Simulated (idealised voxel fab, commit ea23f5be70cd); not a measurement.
process module | voxel transistor to metal
cross-section cut | 280 nm wide | cells 5 nm
A cross-section is a grid of square cells, given in bands from the top down. A band is one or more rows of cells.
Each band's line starts with the height of the band's top and of its bottom, in nm. Then come its materials from left to right, each with its width in nm. One material with "throughout" fills the band from edge to edge. "air" is empty space.
Height 0 is the level under which the wafer as received is all one material. The lowest band goes on downwards, as in "0 down".
A width such as "30 to 40" changes by the same amount from each row of cells to the next, from the band's top row to its bottom row.
"no change" after a step means that no cell of the cross-section changed.
closed voids: empty space of 8 cells or more with no open way to the top, each as width x height at its distance from the left edge, in nm
after a step's settings: what the simulator itself notes on the step
overlay nm, on a step with a mask: how far to the right of its planned place the mask lay; to the left if negative
Each pair below shows a cross-section before one step and the cross-section after it, down to the lowest band that changed. The line under each pair gives the step between them, with its settings. The pairs can come from different runs of this module on the same starting wafer, so a pair continues from the pair above only where its "before" says so.
before
  0 down: Si throughout
  closed voids: none
after
  0 to -5: SiO2 throughout
  below -5: unchanged
  closed voids: none
the step between: op OXIDIZE | depth nm 5
before: the cross-section after the pair above
after
  10 to 0: SiN throughout
  below 0: unchanged
  closed voids: none
the step between: op CONFORMAL_DEP | material SiN | thk nm 10
before: the cross-section after the pair above
after
  10 to 0: air 25 | SiN 105 | air 20 | SiN 105 | air 25
  below 0: unchanged
  closed voids: none
the step between: op MASKED_ETCH | tone cover | mask id ACTIVE | width nm 105 | pitch nm 125 | etch materials SiN | depth nm 10 | overlay nm 0
before: the cross-section after the pair above
after
  10 to 0: air 25 | SiN 105 | air 20 | SiN 105 | air 25
  0 to -5: air 25 | SiO2 105 | air 20 | SiO2 105 | air 25
  below -5: unchanged
  closed voids: none
the step between: op MASKED_ETCH | tone cover | mask id ACTIVE | width nm 105 | pitch nm 125 | etch materials SiO2 | depth nm 5 | overlay nm 0
before: the cross-section after the pair above
after
  10 to 0: air 25 | SiN 105 | air 20 | SiN 105 | air 25
  0 to -5: air 25 | SiO2 105 | air 20 | SiO2 105 | air 25
  -5 to -40: air 25 | Si 105 | air 20 | Si 105 | air 25
  below -40: unchanged
  closed voids: none
the step between: op MASKED_ETCH | tone cover | mask id ACTIVE | width nm 105 | pitch nm 125 | etch materials Si | depth nm 35 | overlay nm 0
before: the cross-section after the pair above
after
  15 to 10: SiO2 throughout
  10 to 0: SiO2 25 | SiN 105 | SiO2 20 | SiN 105 | SiO2 25
  0 to -5: SiO2 throughout
  -5 to -40: SiO2 25 | Si 105 | SiO2 20 | Si 105 | SiO2 25
  below -40: unchanged
  closed voids: none
the step between: op FILL_DEP | material SiO2 | thk nm 5
before: the cross-section after the pair above
after
  10 to 0: SiO2 25 | SiN 105 | SiO2 20 | SiN 105 | SiO2 25
  below 0: unchanged
  closed voids: none
the step between: op CMP | height nm 10
before: the cross-section after the pair above
after
  10 to 0: air 25 | SiN 105 | air 20 | SiN 105 | air 25
  below 0: unchanged
  closed voids: none
the step between: op SELECTIVE_ETCH | etch materials SiO2 | depth nm 10
before: the cross-section after the pair above
after
  0 to -5: SiO2 throughout
  below -5: unchanged
  closed voids: none
the step between: op STRIP | etch materials SiN
before: the cross-section after the pair above
after
  -5 to -40: SiO2 25 | Si 105 | SiO2 20 | Si 105 | SiO2 25
  below -40: unchanged
  closed voids: none
the step between: op SELECTIVE_ETCH | etch materials SiO2 | depth nm 5
before: the cross-section after the pair above
after
  -5 to -10: SiO2 throughout
  below -10: unchanged
  closed voids: none
the step between: op OXIDIZE | depth nm 5
before: the cross-section after the pair above
after
  15 to -5: polySi throughout
  below -5: unchanged
  closed voids: none
the step between: op DIRECTIONAL_DEP | material polySi | thk nm 20
before: the cross-section after the pair above
after
  30 to 15: SiCN throughout
  below 15: unchanged
  closed voids: none
the step between: op DIRECTIONAL_DEP | material SiCN | thk nm 15
before: the cross-section after the pair above
after
  45 to 30: air 65 | resist 25 | air 100 | resist 25 | air 65
  below 30: unchanged
  closed voids: none
the step between: op PATTERN | tone cover | mask id GATE | material resist | width nm 25 | pitch nm 125 | thk nm 15 | overlay nm 0
before: the cross-section after the pair above
after
  45 to 30: air 65 | resist 25 | air 100 | resist 25 | air 65
  30 to 15: air 65 | SiCN 25 | air 100 | SiCN 25 | air 65
  below 15: unchanged
  closed voids: none
the step between: op DIRECTIONAL_ETCH | etch materials SiCN | depth nm 25
before: the cross-section after the pair above
after
  45 to 30: air 65 | resist 25 | air 100 | resist 25 | air 65
  30 to 15: air 65 | SiCN 25 | air 100 | SiCN 25 | air 65
  15 to -5: air 65 | polySi 25 | air 100 | polySi 25 | air 65
  below -5: unchanged
  closed voids: none
the step between: op DIRECTIONAL_ETCH | etch materials polySi | depth nm 30
before: the cross-section after the pair above
after
  30 to 15: air 65 | SiCN 25 | air 100 | SiCN 25 | air 65
  below 15: unchanged
  closed voids: none
the step between: op STRIP | etch materials resist
before: the cross-section after the pair above
after
  35 to 30: air 60 | SiO2 35 | air 90 | SiO2 35 | air 60
  30 to 15: air 60 | SiO2 5 | SiCN 25 | SiO2 5 | air 90 | SiO2 5 | SiCN 25 | SiO2 5 | air 60
  15 to 0: air 60 | SiO2 5 | polySi 25 | SiO2 5 | air 90 | SiO2 5 | polySi 25 | SiO2 5 | air 60
  0 to -5: SiO2 65 | polySi 25 | SiO2 100 | polySi 25 | SiO2 65
  below -5: unchanged
  closed voids: none
the step between: op CONFORMAL_DEP | material SiO2 | thk nm 5
before: the cross-section after the pair above
after
  30 to 15: air 60 | SiO2 5 | SiCN 25 | SiO2 5 | air 90 | SiO2 5 | SiCN 25 | SiO2 5 | air 60
  15 to -5: air 60 | SiO2 5 | polySi 25 | SiO2 5 | air 90 | SiO2 5 | polySi 25 | SiO2 5 | air 60
  below -5: unchanged
  closed voids: none
the step between: op DIRECTIONAL_ETCH | etch materials SiO2 | depth nm 5
before: the cross-section after the pair above
after
  35 to 30: air 55 | SiN 45 | air 80 | SiN 45 | air 55
  30 to 15: air 55 | SiN 5 | SiO2 5 | SiCN 25 | SiO2 5 | SiN 5 | air 80 | SiN 5 | SiO2 5 | SiCN 25 | SiO2 5 | SiN 5 | air 55
  15 to 0: air 55 | SiN 5 | SiO2 5 | polySi 25 | SiO2 5 | SiN 5 | air 80 | SiN 5 | SiO2 5 | polySi 25 | SiO2 5 | SiN 5 | air 55
  0 to -5: SiN 60 | SiO2 5 | polySi 25 | SiO2 5 | SiN 90 | SiO2 5 | polySi 25 | SiO2 5 | SiN 60
  below -5: unchanged
  closed voids: none
the step between: op CONFORMAL_DEP | material SiN | thk nm 5
before: the cross-section after the pair above
after
  30 to 15: air 55 | SiN 5 | SiO2 5 | SiCN 25 | SiO2 5 | SiN 5 | air 80 | SiN 5 | SiO2 5 | SiCN 25 | SiO2 5 | SiN 5 | air 55
  15 to -5: air 55 | SiN 5 | SiO2 5 | polySi 25 | SiO2 5 | SiN 5 | air 80 | SiN 5 | SiO2 5 | polySi 25 | SiO2 5 | SiN 5 | air 55
  below -5: unchanged
  closed voids: none
the step between: op DIRECTIONAL_ETCH | etch materials SiN | depth nm 5
before: the cross-section after the pair above
after
  30 to 25: air 55 | SiN 5 | air 5 | SiCN 25 | air 5 | SiN 5 | air 80 | SiN 5 | air 5 | SiCN 25 | air 5 | SiN 5 | air 55
  25 to 15: air 55 | SiN 5 | SiO2 5 | SiCN 25 | SiO2 5 | SiN 5 | air 80 | SiN 5 | SiO2 5 | SiCN 25 | SiO2 5 | SiN 5 | air 55
  15 to -5: air 55 | SiN 5 | SiO2 5 | polySi 25 | SiO2 5 | SiN 5 | air 80 | SiN 5 | SiO2 5 | polySi 25 | SiO2 5 | SiN 5 | air 55
  -5 to -10: air 55 | SiO2 45 | air 80 | SiO2 45 | air 55
  below -10: unchanged
  closed voids: none
the step between: op DIRECTIONAL_ETCH | etch materials SiO2 | depth nm 5
before: the cross-section after the pair above
after
  30 to 25: air 55 | SiN 5 | air 5 | SiCN 25 | air 5 | SiN 5 | air 80 | SiN 5 | air 5 | SiCN 25 | air 5 | SiN 5 | air 55
  25 to 15: air 55 | SiN 5 | SiO2 5 | SiCN 25 | SiO2 5 | SiN 5 | air 80 | SiN 5 | SiO2 5 | SiCN 25 | SiO2 5 | SiN 5 | air 55
  15 to -5: air 55 | SiN 5 | SiO2 5 | polySi 25 | SiO2 5 | SiN 5 | air 80 | SiN 5 | SiO2 5 | polySi 25 | SiO2 5 | SiN 5 | air 55
  -5 to -10: air 55 | SiO2 45 | air 80 | SiO2 45 | air 55
  -10 to -20: SiO2 25 | air 30 | Si 45 | air 30 | SiO2 20 | air 30 | Si 45 | air 30 | SiO2 25
  below -20: unchanged
  closed voids: none
the step between: op DIRECTIONAL_ETCH | etch materials Si | depth nm 10
before: the cross-section after the pair above
after
  30 to 25: air 55 | SiN 5 | air 5 | SiCN 25 | air 5 | SiN 5 | air 80 | SiN 5 | air 5 | SiCN 25 | air 5 | SiN 5 | air 55
  25 to 15: air 55 | SiN 5 | SiO2 5 | SiCN 25 | SiO2 5 | SiN 5 | air 80 | SiN 5 | SiO2 5 | SiCN 25 | SiO2 5 | SiN 5 | air 55
  15 to 0: air 55 | SiN 5 | SiO2 5 | polySi 25 | SiO2 5 | SiN 5 | air 80 | SiN 5 | SiO2 5 | polySi 25 | SiO2 5 | SiN 5 | air 55
  0 to -5: air 45 | SiGe 10 | SiN 5 | SiO2 5 | polySi 25 | SiO2 5 | SiN 5 | SiGe 10 | air 60 | SiGe 10 | SiN 5 | SiO2 5 | polySi 25 | SiO2 5 | SiN 5 | SiGe 10 | air 45
  -5 to -10: air 45 | SiGe 10 | SiO2 45 | SiGe 10 | air 60 | SiGe 10 | SiO2 45 | SiGe 10 | air 45
  -10 to -20: SiO2 25 | SiGe 30 | Si 45 | SiGe 30 | SiO2 20 | SiGe 30 | Si 45 | SiGe 30 | SiO2 25
  below -20: unchanged
  closed voids: none
the step between: op EPI | material SiGe | thk nm 10
before: the cross-section after the pair above
after
  35 to 30: SiO2 throughout
  30 to 15: SiO2 55 | SiN 5 | SiO2 5 | SiCN 25 | SiO2 5 | SiN 5 | SiO2 80 | SiN 5 | SiO2 5 | SiCN 25 | SiO2 5 | SiN 5 | SiO2 55
  15 to 0: SiO2 55 | SiN 5 | SiO2 5 | polySi 25 | SiO2 5 | SiN 5 | SiO2 80 | SiN 5 | SiO2 5 | polySi 25 | SiO2 5 | SiN 5 | SiO2 55
  0 to -5: SiO2 45 | SiGe 10 | SiN 5 | SiO2 5 | polySi 25 | SiO2 5 | SiN 5 | SiGe 10 | SiO2 60 | SiGe 10 | SiN 5 | SiO2 5 | polySi 25 | SiO2 5 | SiN 5 | SiGe 10 | SiO2 45
  -5 to -10: SiO2 45 | SiGe 10 | SiO2 45 | SiGe 10 | SiO2 60 | SiGe 10 | SiO2 45 | SiGe 10 | SiO2 45
  below -10: unchanged
  closed voids: none
the step between: op FILL_DEP | material SiO2 | thk nm 5
before: the cross-section after the pair above
after
  30 to 15: SiO2 55 | SiN 5 | SiO2 5 | SiCN 25 | SiO2 5 | SiN 5 | SiO2 80 | SiN 5 | SiO2 5 | SiCN 25 | SiO2 5 | SiN 5 | SiO2 55
  below 15: unchanged
  closed voids: none
the step between: op CMP | height nm 30
before: the cross-section after the pair above
after
  40 to 30: SiO2 throughout
  below 30: unchanged
  closed voids: none
the step between: op DIRECTIONAL_DEP | material SiO2 | thk nm 10
before: the cross-section after the pair above
after
  40 to 30: SiO2 30 | air 20 | SiO2 55 | air 20 | SiO2 30 | air 20 | SiO2 55 | air 20 | SiO2 30
  30 to 15: SiO2 30 | air 20 | SiO2 5 | SiN 5 | SiO2 5 | SiCN 25 | SiO2 5 | SiN 5 | SiO2 5 | air 20 | SiO2 30 | air 20 | SiO2 5 | SiN 5 | SiO2 5 | SiCN 25 | SiO2 5 | SiN 5 | SiO2 5 | air 20 | SiO2 30
  15 to 0: SiO2 30 | air 20 | SiO2 5 | SiN 5 | SiO2 5 | polySi 25 | SiO2 5 | SiN 5 | SiO2 5 | air 20 | SiO2 30 | air 20 | SiO2 5 | SiN 5 | SiO2 5 | polySi 25 | SiO2 5 | SiN 5 | SiO2 5 | air 20 | SiO2 30
  0 to -5: SiO2 30 | air 15 | SiGe 10 | SiN 5 | SiO2 5 | polySi 25 | SiO2 5 | SiN 5 | SiGe 10 | air 15 | SiO2 30 | air 15 | SiGe 10 | SiN 5 | SiO2 5 | polySi 25 | SiO2 5 | SiN 5 | SiGe 10 | air 15 | SiO2 30
  -5 to -10: SiO2 30 | air 15 | SiGe 10 | SiO2 45 | SiGe 10 | air 15 | SiO2 30 | air 15 | SiGe 10 | SiO2 45 | SiGe 10 | air 15 | SiO2 30
  below -10: unchanged
  closed voids: none
the step between: op MASKED_ETCH | tone open | mask id CONTACT | width nm 20 | etch materials SiO2 | depth nm 50 | overlay nm 0
before: the cross-section after the pair above
after
  45 to 40: TiN 35 | air 10 | TiN 65 | air 10 | TiN 40 | air 10 | TiN 65 | air 10 | TiN 35
  40 to 30: SiO2 30 | TiN 5 | air 10 | TiN 5 | SiO2 55 | TiN 5 | air 10 | TiN 5 | SiO2 30 | TiN 5 | air 10 | TiN 5 | SiO2 55 | TiN 5 | air 10 | TiN 5 | SiO2 30
  30 to 15: SiO2 30 | TiN 5 | air 10 | TiN 5 | SiO2 5 | SiN 5 | SiO2 5 | SiCN 25 | SiO2 5 | SiN 5 | SiO2 5 | TiN 5 | air 10 | TiN 5 | SiO2 30 | TiN 5 | air 10 | TiN 5 | SiO2 5 | SiN 5 | SiO2 5 | SiCN 25 | SiO2 5 | SiN 5 | SiO2 5 | TiN 5 | air 10 | TiN 5 | SiO2 30
  15 to 5: SiO2 30 | TiN 5 | air 10 | TiN 5 | SiO2 5 | SiN 5 | SiO2 5 | polySi 25 | SiO2 5 | SiN 5 | SiO2 5 | TiN 5 | air 10 | TiN 5 | SiO2 30 | TiN 5 | air 10 | TiN 5 | SiO2 5 | SiN 5 | SiO2 5 | polySi 25 | SiO2 5 | SiN 5 | SiO2 5 | TiN 5 | air 10 | TiN 5 | SiO2 30
  5 to 0: SiO2 30 | TiN 5 | air 5 | TiN 10 | SiO2 5 | SiN 5 | SiO2 5 | polySi 25 | SiO2 5 | SiN 5 | SiO2 5 | TiN 10 | air 5 | TiN 5 | SiO2 30 | TiN 5 | air 5 | TiN 10 | SiO2 5 | SiN 5 | SiO2 5 | polySi 25 | SiO2 5 | SiN 5 | SiO2 5 | TiN 10 | air 5 | TiN 5 | SiO2 30
  0 to -5: SiO2 30 | TiN 5 | air 5 | TiN 5 | SiGe 10 | SiN 5 | SiO2 5 | polySi 25 | SiO2 5 | SiN 5 | SiGe 10 | TiN 5 | air 5 | TiN 5 | SiO2 30 | TiN 5 | air 5 | TiN 5 | SiGe 10 | SiN 5 | SiO2 5 | polySi 25 | SiO2 5 | SiN 5 | SiGe 10 | TiN 5 | air 5 | TiN 5 | SiO2 30
  -5 to -10: SiO2 30 | TiN 15 | SiGe 10 | SiO2 45 | SiGe 10 | TiN 15 | SiO2 30 | TiN 15 | SiGe 10 | SiO2 45 | SiGe 10 | TiN 15 | SiO2 30
  below -10: unchanged
  closed voids: none
the step between: op CONFORMAL_DEP | material TiN | thk nm 5
before: the cross-section after the pair above
after
  50 to 45: W throughout
  45 to 40: TiN 35 | W 10 | TiN 65 | W 10 | TiN 40 | W 10 | TiN 65 | W 10 | TiN 35
  40 to 30: SiO2 30 | TiN 5 | W 10 | TiN 5 | SiO2 55 | TiN 5 | W 10 | TiN 5 | SiO2 30 | TiN 5 | W 10 | TiN 5 | SiO2 55 | TiN 5 | W 10 | TiN 5 | SiO2 30
  30 to 15: SiO2 30 | TiN 5 | W 10 | TiN 5 | SiO2 5 | SiN 5 | SiO2 5 | SiCN 25 | SiO2 5 | SiN 5 | SiO2 5 | TiN 5 | W 10 | TiN 5 | SiO2 30 | TiN 5 | W 10 | TiN 5 | SiO2 5 | SiN 5 | SiO2 5 | SiCN 25 | SiO2 5 | SiN 5 | SiO2 5 | TiN 5 | W 10 | TiN 5 | SiO2 30
  15 to 5: SiO2 30 | TiN 5 | W 10 | TiN 5 | SiO2 5 | SiN 5 | SiO2 5 | polySi 25 | SiO2 5 | SiN 5 | SiO2 5 | TiN 5 | W 10 | TiN 5 | SiO2 30 | TiN 5 | W 10 | TiN 5 | SiO2 5 | SiN 5 | SiO2 5 | polySi 25 | SiO2 5 | SiN 5 | SiO2 5 | TiN 5 | W 10 | TiN 5 | SiO2 30
  5 to 0: SiO2 30 | TiN 5 | W 5 | TiN 10 | SiO2 5 | SiN 5 | SiO2 5 | polySi 25 | SiO2 5 | SiN 5 | SiO2 5 | TiN 10 | W 5 | TiN 5 | SiO2 30 | TiN 5 | W 5 | TiN 10 | SiO2 5 | SiN 5 | SiO2 5 | polySi 25 | SiO2 5 | SiN 5 | SiO2 5 | TiN 10 | W 5 | TiN 5 | SiO2 30
  0 to -5: SiO2 30 | TiN 5 | W 5 | TiN 5 | SiGe 10 | SiN 5 | SiO2 5 | polySi 25 | SiO2 5 | SiN 5 | SiGe 10 | TiN 5 | W 5 | TiN 5 | SiO2 30 | TiN 5 | W 5 | TiN 5 | SiGe 10 | SiN 5 | SiO2 5 | polySi 25 | SiO2 5 | SiN 5 | SiGe 10 | TiN 5 | W 5 | TiN 5 | SiO2 30
  below -5: unchanged
  closed voids: none
the step between: op FILL_DEP | material W | thk nm 5
before: the cross-section after the pair above
after
  40 to 30: SiO2 30 | TiN 5 | W 10 | TiN 5 | SiO2 55 | TiN 5 | W 10 | TiN 5 | SiO2 30 | TiN 5 | W 10 | TiN 5 | SiO2 55 | TiN 5 | W 10 | TiN 5 | SiO2 30
  below 30: unchanged
  closed voids: none
the step between: op CMP | height nm 40
before: the cross-section after the pair above
after
  45 to 40: SiN throughout
  below 40: unchanged
  closed voids: none
the step between: op CONFORMAL_DEP | material SiN | thk nm 5
before: the cross-section after the pair above
after
  60 to 45: lowk throughout
  below 45: unchanged
  closed voids: none
the step between: op DIRECTIONAL_DEP | material lowk | thk nm 15
before: the cross-section after the pair above
after
  75 to 60: resist 30 | air 20 | resist 55 | air 20 | resist 30 | air 20 | resist 55 | air 20 | resist 30
  below 60: unchanged
  closed voids: none
the step between: op PATTERN | tone open | mask id METAL_1 | material resist | width nm 20 | thk nm 15 | overlay nm 0
before: the cross-section after the pair above
after
  75 to 60: resist 30 | air 20 | resist 55 | air 20 | resist 30 | air 20 | resist 55 | air 20 | resist 30
  60 to 45: lowk 30 | air 20 | lowk 55 | air 20 | lowk 30 | air 20 | lowk 55 | air 20 | lowk 30
  below 45: unchanged
  closed voids: none
the step between: op DIRECTIONAL_ETCH | etch materials lowk | depth nm 15
before: the cross-section after the pair above
after
  75 to 60: resist 30 | air 20 | resist 55 | air 20 | resist 30 | air 20 | resist 55 | air 20 | resist 30
  60 to 45: lowk 30 | air 20 | lowk 55 | air 20 | lowk 30 | air 20 | lowk 55 | air 20 | lowk 30
  45 to 40: SiN 30 | air 20 | SiN 55 | air 20 | SiN 30 | air 20 | SiN 55 | air 20 | SiN 30
  below 40: unchanged
  closed voids: none
the step between: op DIRECTIONAL_ETCH | etch materials SiN | depth nm 5
before: the cross-section after the pair above
after
  60 to 45: lowk 30 | air 20 | lowk 55 | air 20 | lowk 30 | air 20 | lowk 55 | air 20 | lowk 30
  below 45: unchanged
  closed voids: none
the step between: op STRIP | etch materials resist
before: the cross-section after the pair above
after
  65 to 60: TiN 35 | air 10 | TiN 65 | air 10 | TiN 40 | air 10 | TiN 65 | air 10 | TiN 35
  60 to 45: lowk 30 | TiN 5 | air 10 | TiN 5 | lowk 55 | TiN 5 | air 10 | TiN 5 | lowk 30 | TiN 5 | air 10 | TiN 5 | lowk 55 | TiN 5 | air 10 | TiN 5 | lowk 30
  45 to 40: SiN 30 | TiN 20 | SiN 55 | TiN 20 | SiN 30 | TiN 20 | SiN 55 | TiN 20 | SiN 30
  below 40: unchanged
  closed voids: none
the step between: op CONFORMAL_DEP | material TiN | thk nm 5
before: the cross-section after the pair above
after
  70 to 65: Cu throughout
  65 to 60: TiN 35 | Cu 10 | TiN 65 | Cu 10 | TiN 40 | Cu 10 | TiN 65 | Cu 10 | TiN 35
  60 to 45: lowk 30 | TiN 5 | Cu 10 | TiN 5 | lowk 55 | TiN 5 | Cu 10 | TiN 5 | lowk 30 | TiN 5 | Cu 10 | TiN 5 | lowk 55 | TiN 5 | Cu 10 | TiN 5 | lowk 30
  below 45: unchanged
  closed voids: none
the step between: op FILL_DEP | material Cu | thk nm 5
before: the cross-section after the pair above
after
  60 to 45: lowk 30 | TiN 5 | Cu 10 | TiN 5 | lowk 55 | TiN 5 | Cu 10 | TiN 5 | lowk 30 | TiN 5 | Cu 10 | TiN 5 | lowk 55 | TiN 5 | Cu 10 | TiN 5 | lowk 30
  below 45: unchanged
  closed voids: none
the step between: op CMP | height nm 60
before: the cross-section after the pair above
after
  65 to 60: SiCN throughout
  below 60: unchanged
  closed voids: none
the step between: op CONFORMAL_DEP | material SiCN | thk nm 5
before: the cross-section after the pair above
after
  95 to 65: SiO2 throughout
  below 65: unchanged
  closed voids: none
the step between: op DIRECTIONAL_DEP | material SiO2 | thk nm 30
before: the cross-section after the pair above
after
  95 to 65: SiO2 30 | air 15 | SiO2 110 | air 15 | SiO2 110
  below 65: unchanged
  closed voids: none
the step between: op MASKED_ETCH | tone open | mask id METAL_2_HOLES | width nm 15 | pitch nm 125 | etch materials SiO2 | depth nm 30 | overlay nm 0
before: the cross-section after the pair above
after
  95 to 80: SiO2 30 | air 20 | SiO2 105 | air 20 | SiO2 105
  below 80: unchanged
  closed voids: none
the step between: op MASKED_ETCH | tone open | mask id METAL_2 | width nm 20 | pitch nm 125 | etch materials SiO2 | depth nm 15 | overlay nm 0
before: the cross-section after the pair above
after
  95 to 80: SiO2 30 | air 20 | SiO2 105 | air 20 | SiO2 105
  80 to 65: SiO2 30 | air 15 | SiO2 110 | air 15 | SiO2 110
  65 to 60: SiCN 30 | air 15 | SiCN 110 | air 15 | SiCN 110
  below 60: unchanged
  closed voids: none
the step between: op MASKED_ETCH | tone open | mask id METAL_2 | width nm 20 | pitch nm 125 | etch materials SiCN | depth nm 5 | overlay nm 0
before: the cross-section after the pair above
after
  100 to 95: TiN 35 | air 10 | TiN 115 | air 10 | TiN 110
  95 to 85: SiO2 30 | TiN 5 | air 10 | TiN 5 | SiO2 105 | TiN 5 | air 10 | TiN 5 | SiO2 105
  85 to 80: SiO2 30 | TiN 5 | air 5 | TiN 10 | SiO2 105 | TiN 5 | air 5 | TiN 10 | SiO2 105
  80 to 65: SiO2 30 | TiN 5 | air 5 | TiN 5 | SiO2 110 | TiN 5 | air 5 | TiN 5 | SiO2 110
  65 to 60: SiCN 30 | TiN 15 | SiCN 110 | TiN 15 | SiCN 110
  below 60: unchanged
  closed voids: none
the step between: op CONFORMAL_DEP | material TiN | thk nm 5
before: the cross-section after the pair above
after
  105 to 100: Cu throughout
  100 to 95: TiN 35 | Cu 10 | TiN 115 | Cu 10 | TiN 110
  95 to 85: SiO2 30 | TiN 5 | Cu 10 | TiN 5 | SiO2 105 | TiN 5 | Cu 10 | TiN 5 | SiO2 105
  85 to 80: SiO2 30 | TiN 5 | Cu 5 | TiN 10 | SiO2 105 | TiN 5 | Cu 5 | TiN 10 | SiO2 105
  80 to 65: SiO2 30 | TiN 5 | Cu 5 | TiN 5 | SiO2 110 | TiN 5 | Cu 5 | TiN 5 | SiO2 110
  below 65: unchanged
  closed voids: none
the step between: op FILL_DEP | material Cu | thk nm 5
before: the cross-section after the pair above
after
  95 to 85: SiO2 30 | TiN 5 | Cu 10 | TiN 5 | SiO2 105 | TiN 5 | Cu 10 | TiN 5 | SiO2 105
  below 85: unchanged
  closed voids: none
the step between: op CMP | height nm 95
before: the cross-section after the pair above
after
  100 to 95: SiCN throughout
  below 95: unchanged
  closed voids: none
the step between: op CONFORMAL_DEP | material SiCN | thk nm 5
before
  30 to 15: air 65 | SiCN 25 | air 100 | SiCN 25 | air 65
  15 to -5: air 65 | polySi 25 | air 100 | polySi 25 | air 65
  -5 to -10: SiO2 throughout
  -10 to -40: SiO2 25 | Si 105 | SiO2 20 | Si 105 | SiO2 25
  -40 down: Si throughout
  closed voids: none
after
  30 to 15: air 65 | SiCN 25 | air 100 | SiCN 25 | air 65
  15 to -5: air 65 | polySi 25 | air 100 | polySi 25 | air 65
  -5 to -10: air 65 | SiO2 25 | air 100 | SiO2 25 | air 65
  below -10: unchanged
  closed voids: none
the step between: op DIRECTIONAL_ETCH | etch materials SiO2 | depth nm 5
before: the cross-section after the pair above
after
  35 to 30: air 60 | SiN 35 | air 90 | SiN 35 | air 60
  30 to 15: air 60 | SiN 5 | SiCN 25 | SiN 5 | air 90 | SiN 5 | SiCN 25 | SiN 5 | air 60
  15 to -5: air 60 | SiN 5 | polySi 25 | SiN 5 | air 90 | SiN 5 | polySi 25 | SiN 5 | air 60
  -5 to -10: SiN 65 | SiO2 25 | SiN 100 | SiO2 25 | SiN 65
  below -10: unchanged
  closed voids: none
the step between: op CONFORMAL_DEP | material SiN | thk nm 5
before: the cross-section after the pair above
after
  30 to 15: air 60 | SiN 5 | SiCN 25 | SiN 5 | air 90 | SiN 5 | SiCN 25 | SiN 5 | air 60
  15 to -5: air 60 | SiN 5 | polySi 25 | SiN 5 | air 90 | SiN 5 | polySi 25 | SiN 5 | air 60
  -5 to -10: air 60 | SiN 5 | SiO2 25 | SiN 5 | air 90 | SiN 5 | SiO2 25 | SiN 5 | air 60
  below -10: unchanged
  closed voids: none
the step between: op DIRECTIONAL_ETCH | etch materials SiN | depth nm 5
before: the cross-section after the pair above
after
  30 to 15: air 60 | SiN 5 | SiCN 25 | SiN 5 | air 90 | SiN 5 | SiCN 25 | SiN 5 | air 60
  15 to -5: air 60 | SiN 5 | polySi 25 | SiN 5 | air 90 | SiN 5 | polySi 25 | SiN 5 | air 60
  -5 to -10: air 60 | SiN 5 | SiO2 25 | SiN 5 | air 90 | SiN 5 | SiO2 25 | SiN 5 | air 60
  -10 to -15: air 25 | Si 105 | air 20 | Si 105 | air 25
  below -15: unchanged
  closed voids: none
the step between: op DIRECTIONAL_ETCH | etch materials SiO2 | depth nm 5
before: the cross-section after the pair above
after
  30 to 15: air 60 | SiN 5 | SiCN 25 | SiN 5 | air 90 | SiN 5 | SiCN 25 | SiN 5 | air 60
  15 to -5: air 60 | SiN 5 | polySi 25 | SiN 5 | air 90 | SiN 5 | polySi 25 | SiN 5 | air 60
  -5 to -10: air 60 | SiN 5 | SiO2 25 | SiN 5 | air 90 | SiN 5 | SiO2 25 | SiN 5 | air 60
  -10 to -15: air 60 | Si 35 | air 90 | Si 35 | air 60
  -15 to -20: SiO2 25 | air 35 | Si 35 | air 35 | SiO2 20 | air 35 | Si 35 | air 35 | SiO2 25
  below -20: unchanged
  closed voids: none
the step between: op DIRECTIONAL_ETCH | etch materials Si | depth nm 10
before: the cross-section after the pair above
after
  30 to 15: air 60 | SiN 5 | SiCN 25 | SiN 5 | air 90 | SiN 5 | SiCN 25 | SiN 5 | air 60
  15 to 0: air 60 | SiN 5 | polySi 25 | SiN 5 | air 90 | SiN 5 | polySi 25 | SiN 5 | air 60
  0 to -5: air 50 | SiGe 10 | SiN 5 | polySi 25 | SiN 5 | SiGe 10 | air 70 | SiGe 10 | SiN 5 | polySi 25 | SiN 5 | SiGe 10 | air 50
  -5 to -10: air 50 | SiGe 10 | SiN 5 | SiO2 25 | SiN 5 | SiGe 10 | air 70 | SiGe 10 | SiN 5 | SiO2 25 | SiN 5 | SiGe 10 | air 50
  -10 to -15: air 20 | SiGe 40 | Si 35 | SiGe 40 | air 10 | SiGe 40 | Si 35 | SiGe 40 | air 20
  -15 to -20: SiO2 25 | SiGe 35 | Si 35 | SiGe 35 | SiO2 20 | SiGe 35 | Si 35 | SiGe 35 | SiO2 25
  below -20: unchanged
  closed voids: none
the step between: op EPI | material SiGe | thk nm 10
before: the cross-section after the pair above
after
  35 to 30: SiO2 throughout
  30 to 15: SiO2 60 | SiN 5 | SiCN 25 | SiN 5 | SiO2 90 | SiN 5 | SiCN 25 | SiN 5 | SiO2 60
  15 to 0: SiO2 60 | SiN 5 | polySi 25 | SiN 5 | SiO2 90 | SiN 5 | polySi 25 | SiN 5 | SiO2 60
  0 to -5: SiO2 50 | SiGe 10 | SiN 5 | polySi 25 | SiN 5 | SiGe 10 | SiO2 70 | SiGe 10 | SiN 5 | polySi 25 | SiN 5 | SiGe 10 | SiO2 50
  -5 to -10: SiO2 50 | SiGe 10 | SiN 5 | SiO2 25 | SiN 5 | SiGe 10 | SiO2 70 | SiGe 10 | SiN 5 | SiO2 25 | SiN 5 | SiGe 10 | SiO2 50
  -10 to -20: SiO2 20 to 25 | SiGe 40 to 35 | Si 35 | SiGe 40 to 35 | SiO2 10 to 20 | SiGe 40 to 35 | Si 35 | SiGe 40 to 35 | SiO2 20 to 25
  below -20: unchanged
  closed voids: none
the step between: op FILL_DEP | material SiO2 | thk nm 5
before: the cross-section after the pair above
after
  30 to 15: SiO2 60 | SiN 5 | SiCN 25 | SiN 5 | SiO2 90 | SiN 5 | SiCN 25 | SiN 5 | SiO2 60
  below 15: unchanged
  closed voids: none
the step between: op CMP | height nm 30
before: the cross-section after the pair above
after
  40 to 30: SiO2 throughout
  below 30: unchanged
  closed voids: none
the step between: op DIRECTIONAL_DEP | material SiO2 | thk nm 10
